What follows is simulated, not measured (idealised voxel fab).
Process module heading - voxel fin reveal
Each square cell in cross-section cut measures 5 nm, and the section as a whole is 220 nm wide.
Throughout this document, each cross-section is represented as a grid of square cells and is presented as a sequence of bands enumerated from the top downward, where a band comprises one or more rows of cells.
Quick guide to a band line: top height, bottom height (nm) up front; then every material left to right with its width in nm. Only one material and it's marked "full width"? Then it fills the band edge to edge. And "empty" just means empty space.
Where do heights start? At 0: under that level the wafer as delivered is made of one material only. And the lowest band has no floor; it just carries on downward, as in "z 0 and below".
Read "30 to 40" as a graded width: first number on top, second number at the bottom, same change between each pair of neighbouring rows.
Where the words "remained unchanged" appear for a step, the cross-section shows no cell changed by that step; every cell remained as before.
In the "Closed-off voids" entry, you get each enclosed empty space of 8 cells or more, one with no open way to the top, written width x height at distance, distance from the left edge, in nm.
On each step's line, the part that comes after the settings is the simulator's own comment on the step.
The line of a step may include "overlay nm". On a step with a mask, this value is how far to the right of its planned place the mask lay. A negative value means the mask lay to the left.
-- Intended process steps
1 RECEIVE (material Si)
2 CONFORMAL_DEP (material SiN; thk nm 10)
3 MASKED_ETCH (tone cover; mask id FINS; width nm 15; pitch nm 35; etch materials SiN; depth nm 10; overlay nm 0)
4 MASKED_ETCH (tone cover; mask id FINS; width nm 15; pitch nm 35; etch materials Si; depth nm 40; overlay nm 0)
5 OXIDIZE (depth nm 5)
6 FILL_DEP (material SiO2; thk nm 15)
7 CMP (height nm 10)
8 SELECTIVE_ETCH (etch materials SiO2; depth nm 30)
9 STRIP (etch materials SiN)
-- This is the cross-section of the wafer as we received it, i.e. after step 1
	z 0 and below = Si full width
	Closed-off voids: none
-- Result of the module, cross-sectioned: start per above, plan per above, one error in how it was run
	z 0 to -20 = empty (70), then Si (10), then empty (25), then Si (10), then empty (25), then Si (10), then empty (70)
	z -20 to -45 = SiO2 (70), then Si (10), then SiO2 (25), then Si (10), then SiO2 (25), then Si (10), then SiO2 (70)
	z -45 and below = Si full width
	Closed-off voids: none
Diagnosis: step 3, actual vs plan mismatch, actual run MASKED_ETCH (tone cover; mask id FINS; width nm 20; pitch nm 35; etch materials SiN; depth nm 10; overlay nm 0)
